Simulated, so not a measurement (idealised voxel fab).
Process module name: voxel wiring stack
Square cells of 5 nm make up the cross-section cut, whose width is 215 nm.
We lay out every cross-section as a grid of square cells and spell it out in bands from the top down, where one band means one or more rows of cells.
Band: top height; bottom height; in nm. Then, left to right: material with width in nm, for each material. "throughout": a single material spanning edge to edge. "blank": empty space.
The level at which height equals 0 is the one under which the wafer, as it arrives, is entirely one material. No lower edge exists for the bottom band, which continues downward and is notated as in "top 0, no bottom".
The expression "30 to 40" gives the width at the extremes of the band, the first number at its top row of cells and the second at its bottom row, with the width changing by equal amounts from each row to the next in between.
Reading "remained unchanged" for a step: not a cell of the cross-section changed in it.
For the entry "Closed voids list", the listed items are empty spaces with no open way to the top whose size is 8 cells or more; each item follows the pattern width x height at distance, where distance is from the left edge and all three are in nm.
Text after the settings on a step's line: the simulator's own remark on that step.
overlay nm: on a step with a mask, how far right of its planned place the mask lay; negative means left.

The planned process steps are enumerated hereunder:
1 RECEIVE with material Si
2 CONFORMAL_DEP with material SiO2, thk nm 15
3 DIRECTIONAL_DEP with material TiN, thk nm 5
4 DIRECTIONAL_DEP with material W, thk nm 25
5 PATTERN with tone cover, mask id METAL_1, material resist, width nm 25, pitch nm 40, thk nm 15, overlay nm 0
6 DIRECTIONAL_ETCH with etch materials W, depth nm 25
7 DIRECTIONAL_ETCH with etch materials TiN, depth nm 5
8 STRIP with etch materials resist
9 FILL_DEP with material lowk, thk nm 10
10 CMP with height nm 45
11 CONFORMAL_DEP with material SiCN, thk nm 5
12 DIRECTIONAL_DEP with material SiO2, thk nm 30
13 DIRECTIONAL_DEP with material aC, thk nm 10
14 PATTERN with tone open, mask id METAL_2, material resist, width nm 25, pitch nm 40, thk nm 25, overlay nm 0
15 DIRECTIONAL_ETCH with etch materials aC, depth nm 10
16 STRIP with etch materials resist
17 DIRECTIONAL_ETCH with etch materials SiO2, depth nm 15
18 STRIP with etch materials aC
19 MASKED_ETCH with tone open, mask id METAL_2_HOLES, width nm 15, pitch nm 40, etch materials SiO2, depth nm 15, overlay nm 0
20 MASKED_ETCH with tone open, mask id METAL_2_HOLES, width nm 15, pitch nm 40, etch materials SiCN, depth nm 5, overlay nm 0
21 CONFORMAL_DEP with material TiN, thk nm 5
22 FILL_DEP with material Cu, thk nm 10
23 CMP with height nm 80
24 CONFORMAL_DEP with material SiN, thk nm 5

Of two wafers, the first: run according to plan:

As-received state of the wafer in cross-section, equivalent to post-step 1:
    top 0, no bottom: Si throughout
    Closed voids list: none

Cross-section through the wafer, step 2 finished:
    top 15, bottom 0: SiO2 throughout
    For the remainder of the cross-section, below 0, there is no change.

Cross-section through the wafer, step 3 finished:
    top 20, bottom 15: TiN throughout
    For the remainder of the cross-section, below 15, there is no change.

Cross-section through the wafer, step 4 finished:
    top 45, bottom 20: W throughout
    For the remainder of the cross-section, below 20, there is no change.

Cross-section through the wafer, step 5 finished:
    top 60, bottom 45: blank (35); resist (25); blank (15); resist (25); blank (15); resist (25); blank (15); resist (25); blank (35)
    For the remainder of the cross-section, below 45, there is no change.

Cross-section through the wafer, step 6 finished:
    top 60, bottom 45: blank (35); resist (25); blank (15); resist (25); blank (15); resist (25); blank (15); resist (25); blank (35)
    top 45, bottom 20: blank (35); W (25); blank (15); W (25); blank (15); W (25); blank (15); W (25); blank (35)
    For the remainder of the cross-section, below 20, there is no change.

Cross-section through the wafer, step 7 finished:
    top 60, bottom 45: blank (35); resist (25); blank (15); resist (25); blank (15); resist (25); blank (15); resist (25); blank (35)
    top 45, bottom 20: blank (35); W (25); blank (15); W (25); blank (15); W (25); blank (15); W (25); blank (35)
    top 20, bottom 15: blank (35); TiN (25); blank (15); TiN (25); blank (15); TiN (25); blank (15); TiN (25); blank (35)
    For the remainder of the cross-section, below 15, there is no change.

Cross-section through the wafer, step 8 finished:
    top 45, bottom 20: blank (35); W (25); blank (15); W (25); blank (15); W (25); blank (15); W (25); blank (35)
    For the remainder of the cross-section, below 20, there is no change.

Cross-section through the wafer, step 9 finished:
    top 55, bottom 45: lowk throughout
    top 45, bottom 20: lowk (35); W (25); lowk (15); W (25); lowk (15); W (25); lowk (15); W (25); lowk (35)
    top 20, bottom 15: lowk (35); TiN (25); lowk (15); TiN (25); lowk (15); TiN (25); lowk (15); TiN (25); lowk (35)
    For the remainder of the cross-section, below 15, there is no change.

Cross-section through the wafer, step 10 finished:
    top 45, bottom 20: lowk (35); W (25); lowk (15); W (25); lowk (15); W (25); lowk (15); W (25); lowk (35)
    For the remainder of the cross-section, below 20, there is no change.

Cross-section through the wafer, step 11 finished:
    top 50, bottom 45: SiCN throughout
    For the remainder of the cross-section, below 45, there is no change.

Cross-section through the wafer, step 12 finished:
    top 80, bottom 50: SiO2 throughout
    For the remainder of the cross-section, below 50, there is no change.

Cross-section through the wafer, step 13 finished:
    top 90, bottom 80: aC throughout
    For the remainder of the cross-section, below 80, there is no change.

Cross-section through the wafer, step 14 finished:
    top 115, bottom 90: resist (35); blank (25); resist (15); blank (25); resist (15); blank (25); resist (15); blank (25); resist (35)
    For the remainder of the cross-section, below 90, there is no change.

Cross-section through the wafer, step 15 finished:
    top 105, bottom 90: resist (35); blank (25); resist (15); blank (25); resist (15); blank (25); resist (15); blank (25); resist (35)
    top 90, bottom 80: aC (35); blank (25); aC (15); blank (25); aC (15); blank (25); aC (15); blank (25); aC (35)
    For the remainder of the cross-section, below 80, there is no change.

Cross-section through the wafer, step 16 finished:
    top 90, bottom 80: aC (35); blank (25); aC (15); blank (25); aC (15); blank (25); aC (15); blank (25); aC (35)
    For the remainder of the cross-section, below 80, there is no change.

Cross-section through the wafer, step 17 finished:
    top 90, bottom 80: aC (35); blank (25); aC (15); blank (25); aC (15); blank (25); aC (15); blank (25); aC (35)
    top 80, bottom 65: SiO2 (35); blank (25); SiO2 (15); blank (25); SiO2 (15); blank (25); SiO2 (15); blank (25); SiO2 (35)
    For the remainder of the cross-section, below 65, there is no change.

Cross-section through the wafer, step 18 finished:
    top 80, bottom 65: SiO2 (35); blank (25); SiO2 (15); blank (25); SiO2 (15); blank (25); SiO2 (15); blank (25); SiO2 (35)
    For the remainder of the cross-section, below 65, there is no change.

Cross-section through the wafer, step 19 finished:
    top 80, bottom 65: SiO2 (35); blank (25); SiO2 (15); blank (25); SiO2 (15); blank (25); SiO2 (15); blank (25); SiO2 (35)
    top 65, bottom 50: SiO2 (35); blank (15); SiO2 (25); blank (15); SiO2 (25); blank (15); SiO2 (25); blank (15); SiO2 (45)
    For the remainder of the cross-section, below 50, there is no change.

Cross-section through the wafer, step 20 finished:
    top 80, bottom 65: SiO2 (35); blank (25); SiO2 (15); blank (25); SiO2 (15); blank (25); SiO2 (15); blank (25); SiO2 (35)
    top 65, bottom 50: SiO2 (35); blank (15); SiO2 (25); blank (15); SiO2 (25); blank (15); SiO2 (25); blank (15); SiO2 (45)
    top 50, bottom 45: SiCN (35); blank (15); SiCN (25); blank (15); SiCN (25); blank (15); SiCN (25); blank (15); SiCN (45)
    For the remainder of the cross-section, below 45, there is no change.

Cross-section through the wafer, step 21 finished:
    top 85, bottom 80: TiN (40); blank (15); TiN (25); blank (15); TiN (25); blank (15); TiN (25); blank (15); TiN (40)
    top 80, bottom 70: SiO2 (35); TiN (5); blank (15); TiN (5); SiO2 (15); TiN (5); blank (15); TiN (5); SiO2 (15); TiN (5); blank (15); TiN (5); SiO2 (15); TiN (5); blank (15); TiN (5); SiO2 (35)
    top 70, bottom 65: SiO2 (35); TiN (5); blank (5); TiN (15); SiO2 (15); TiN (5); blank (5); TiN (15); SiO2 (15); TiN (5); blank (5); TiN (15); SiO2 (15); TiN (5); blank (5); TiN (15); SiO2 (35)
    top 65, bottom 50: SiO2 (35); TiN (5); blank (5); TiN (5); SiO2 (25); TiN (5); blank (5); TiN (5); SiO2 (25); TiN (5); blank (5); TiN (5); SiO2 (25); TiN (5); blank (5); TiN (5); SiO2 (45)
    top 50, bottom 45: SiCN (35); TiN (15); SiCN (25); TiN (15); SiCN (25); TiN (15); SiCN (25); TiN (15); SiCN (45)
    For the remainder of the cross-section, below 45, there is no change.

Cross-section through the wafer, step 22 finished:
    top 95, bottom 85: Cu throughout
    top 85, bottom 80: TiN (40); Cu (15); TiN (25); Cu (15); TiN (25); Cu (15); TiN (25); Cu (15); TiN (40)
    top 80, bottom 70: SiO2 (35); TiN (5); Cu (15); TiN (5); SiO2 (15); TiN (5); Cu (15); TiN (5); SiO2 (15); TiN (5); Cu (15); TiN (5); SiO2 (15); TiN (5); Cu (15); TiN (5); SiO2 (35)
    top 70, bottom 65: SiO2 (35); TiN (5); Cu (5); TiN (15); SiO2 (15); TiN (5); Cu (5); TiN (15); SiO2 (15); TiN (5); Cu (5); TiN (15); SiO2 (15); TiN (5); Cu (5); TiN (15); SiO2 (35)
    top 65, bottom 50: SiO2 (35); TiN (5); Cu (5); TiN (5); SiO2 (25); TiN (5); Cu (5); TiN (5); SiO2 (25); TiN (5); Cu (5); TiN (5); SiO2 (25); TiN (5); Cu (5); TiN (5); SiO2 (45)
    For the remainder of the cross-section, below 50, there is no change.

Cross-section through the wafer, step 23 finished:
    top 80, bottom 70: SiO2 (35); TiN (5); Cu (15); TiN (5); SiO2 (15); TiN (5); Cu (15); TiN (5); SiO2 (15); TiN (5); Cu (15); TiN (5); SiO2 (15); TiN (5); Cu (15); TiN (5); SiO2 (35)
    For the remainder of the cross-section, below 70, there is no change.

Cross-section through the wafer, step 24 finished:
    top 85, bottom 80: SiN throughout
    For the remainder of the cross-section, below 80, there is no change.

It is to be noted that the second wafer proceeded from the same initial state and according to the same plan as the first, although one mistake was committed in its execution; through step 4, inclusive, the two wafers share an identical history:

Cross-section of the second wafer at the time step 5 of the plan should have ended:
    top 60, bottom 45: blank (40); resist (25); blank (15); resist (25); blank (15); resist (25); blank (15); resist (25); blank (30)
    For the remainder of the cross-section, below 45, there is no change.

Cross-section of the second wafer at the time step 6 of the plan should have ended:
    top 60, bottom 45: blank (40); resist (25); blank (15); resist (25); blank (15); resist (25); blank (15); resist (25); blank (30)
    top 45, bottom 20: blank (40); W (25); blank (15); W (25); blank (15); W (25); blank (15); W (25); blank (30)
    For the remainder of the cross-section, below 20, there is no change.

Cross-section of the second wafer at the time step 7 of the plan should have ended:
    top 60, bottom 45: blank (40); resist (25); blank (15); resist (25); blank (15); resist (25); blank (15); resist (25); blank (30)
    top 45, bottom 20: blank (40); W (25); blank (15); W (25); blank (15); W (25); blank (15); W (25); blank (30)
    top 20, bottom 15: blank (40); TiN (25); blank (15); TiN (25); blank (15); TiN (25); blank (15); TiN (25); blank (30)
    For the remainder of the cross-section, below 15, there is no change.

Cross-section of the second wafer at the time step 8 of the plan should have ended:
    top 45, bottom 20: blank (40); W (25); blank (15); W (25); blank (15); W (25); blank (15); W (25); blank (30)
    For the remainder of the cross-section, below 20, there is no change.

Cross-section of the second wafer at the time step 9 of the plan should have ended:
    top 55, bottom 45: lowk throughout
    top 45, bottom 20: lowk (40); W (25); lowk (15); W (25); lowk (15); W (25); lowk (15); W (25); lowk (30)
    top 20, bottom 15: lowk (40); TiN (25); lowk (15); TiN (25); lowk (15); TiN (25); lowk (15); TiN (25); lowk (30)
    For the remainder of the cross-section, below 15, there is no change.

Cross-section of the second wafer at the time step 10 of the plan should have ended:
    top 45, bottom 20: lowk (40); W (25); lowk (15); W (25); lowk (15); W (25); lowk (15); W (25); lowk (30)
    For the remainder of the cross-section, below 20, there is no change.

Cross-section of the second wafer at the time step 11 of the plan should have ended:
    top 50, bottom 45: SiCN throughout
    For the remainder of the cross-section, below 45, there is no change.

Cross-section of the second wafer at the time step 12 of the plan should have ended:
    top 80, bottom 50: SiO2 throughout
    For the remainder of the cross-section, below 50, there is no change.

Cross-section of the second wafer at the time step 13 of the plan should have ended:
    top 90, bottom 80: aC throughout
    For the remainder of the cross-section, below 80, there is no change.

Cross-section of the second wafer at the time step 14 of the plan should have ended:
    top 115, bottom 90: resist (35); blank (25); resist (15); blank (25); resist (15); blank (25); resist (15); blank (25); resist (35)
    For the remainder of the cross-section, below 90, there is no change.

Cross-section of the second wafer at the time step 15 of the plan should have ended:
    top 105, bottom 90: resist (35); blank (25); resist (15); blank (25); resist (15); blank (25); resist (15); blank (25); resist (35)
    top 90, bottom 80: aC (35); blank (25); aC (15); blank (25); aC (15); blank (25); aC (15); blank (25); aC (35)
    For the remainder of the cross-section, below 80, there is no change.

Cross-section of the second wafer at the time step 16 of the plan should have ended:
    top 90, bottom 80: aC (35); blank (25); aC (15); blank (25); aC (15); blank (25); aC (15); blank (25); aC (35)
    For the remainder of the cross-section, below 80, there is no change.

Cross-section of the second wafer at the time step 17 of the plan should have ended:
    top 90, bottom 80: aC (35); blank (25); aC (15); blank (25); aC (15); blank (25); aC (15); blank (25); aC (35)
    top 80, bottom 65: SiO2 (35); blank (25); SiO2 (15); blank (25); SiO2 (15); blank (25); SiO2 (15); blank (25); SiO2 (35)
    For the remainder of the cross-section, below 65, there is no change.

Cross-section of the second wafer at the time step 18 of the plan should have ended:
    top 80, bottom 65: SiO2 (35); blank (25); SiO2 (15); blank (25); SiO2 (15); blank (25); SiO2 (15); blank (25); SiO2 (35)
    For the remainder of the cross-section, below 65, there is no change.

Cross-section of the second wafer at the time step 19 of the plan should have ended:
    top 80, bottom 65: SiO2 (35); blank (25); SiO2 (15); blank (25); SiO2 (15); blank (25); SiO2 (15); blank (25); SiO2 (35)
    top 65, bottom 50: SiO2 (35); blank (15); SiO2 (25); blank (15); SiO2 (25); blank (15); SiO2 (25); blank (15); SiO2 (45)
    For the remainder of the cross-section, below 50, there is no change.

Cross-section of the second wafer at the time step 20 of the plan should have ended:
    top 80, bottom 65: SiO2 (35); blank (25); SiO2 (15); blank (25); SiO2 (15); blank (25); SiO2 (15); blank (25); SiO2 (35)
    top 65, bottom 50: SiO2 (35); blank (15); SiO2 (25); blank (15); SiO2 (25); blank (15); SiO2 (25); blank (15); SiO2 (45)
    top 50, bottom 45: SiCN (35); blank (15); SiCN (25); blank (15); SiCN (25); blank (15); SiCN (25); blank (15); SiCN (45)
    For the remainder of the cross-section, below 45, there is no change.

Cross-section of the second wafer at the time step 21 of the plan should have ended:
    top 85, bottom 80: TiN (40); blank (15); TiN (25); blank (15); TiN (25); blank (15); TiN (25); blank (15); TiN (40)
    top 80, bottom 70: SiO2 (35); TiN (5); blank (15); TiN (5); SiO2 (15); TiN (5); blank (15); TiN (5); SiO2 (15); TiN (5); blank (15); TiN (5); SiO2 (15); TiN (5); blank (15); TiN (5); SiO2 (35)
    top 70, bottom 65: SiO2 (35); TiN (5); blank (5); TiN (15); SiO2 (15); TiN (5); blank (5); TiN (15); SiO2 (15); TiN (5); blank (5); TiN (15); SiO2 (15); TiN (5); blank (5); TiN (15); SiO2 (35)
    top 65, bottom 50: SiO2 (35); TiN (5); blank (5); TiN (5); SiO2 (25); TiN (5); blank (5); TiN (5); SiO2 (25); TiN (5); blank (5); TiN (5); SiO2 (25); TiN (5); blank (5); TiN (5); SiO2 (45)
    top 50, bottom 45: SiCN (35); TiN (15); SiCN (25); TiN (15); SiCN (25); TiN (15); SiCN (25); TiN (15); SiCN (45)
    For the remainder of the cross-section, below 45, there is no change.

Cross-section of the second wafer at the time step 22 of the plan should have ended:
    top 95, bottom 85: Cu throughout
    top 85, bottom 80: TiN (40); Cu (15); TiN (25); Cu (15); TiN (25); Cu (15); TiN (25); Cu (15); TiN (40)
    top 80, bottom 70: SiO2 (35); TiN (5); Cu (15); TiN (5); SiO2 (15); TiN (5); Cu (15); TiN (5); SiO2 (15); TiN (5); Cu (15); TiN (5); SiO2 (15); TiN (5); Cu (15); TiN (5); SiO2 (35)
    top 70, bottom 65: SiO2 (35); TiN (5); Cu (5); TiN (15); SiO2 (15); TiN (5); Cu (5); TiN (15); SiO2 (15); TiN (5); Cu (5); TiN (15); SiO2 (15); TiN (5); Cu (5); TiN (15); SiO2 (35)
    top 65, bottom 50: SiO2 (35); TiN (5); Cu (5); TiN (5); SiO2 (25); TiN (5); Cu (5); TiN (5); SiO2 (25); TiN (5); Cu (5); TiN (5); SiO2 (25); TiN (5); Cu (5); TiN (5); SiO2 (45)
    For the remainder of the cross-section, below 50, there is no change.

Cross-section of the second wafer at the time step 23 of the plan should have ended:
    top 80, bottom 70: SiO2 (35); TiN (5); Cu (15); TiN (5); SiO2 (15); TiN (5); Cu (15); TiN (5); SiO2 (15); TiN (5); Cu (15); TiN (5); SiO2 (15); TiN (5); Cu (15); TiN (5); SiO2 (35)
    For the remainder of the cross-section, below 70, there is no change.

Cross-section of the second wafer at the time step 24 of the plan should have ended:
    top 85, bottom 80: SiN throughout
    For the remainder of the cross-section, below 80, there is no change.
Against the plan, the run slipped here: step 5, actual vs plan mismatch, actual run PATTERN with tone cover, mask id METAL_1, material resist, width nm 25, pitch nm 40, thk nm 15, overlay nm 5
The concluding comparison shows that, measured in cells, each material is equally abundant on both wafers, albeit at different positions.
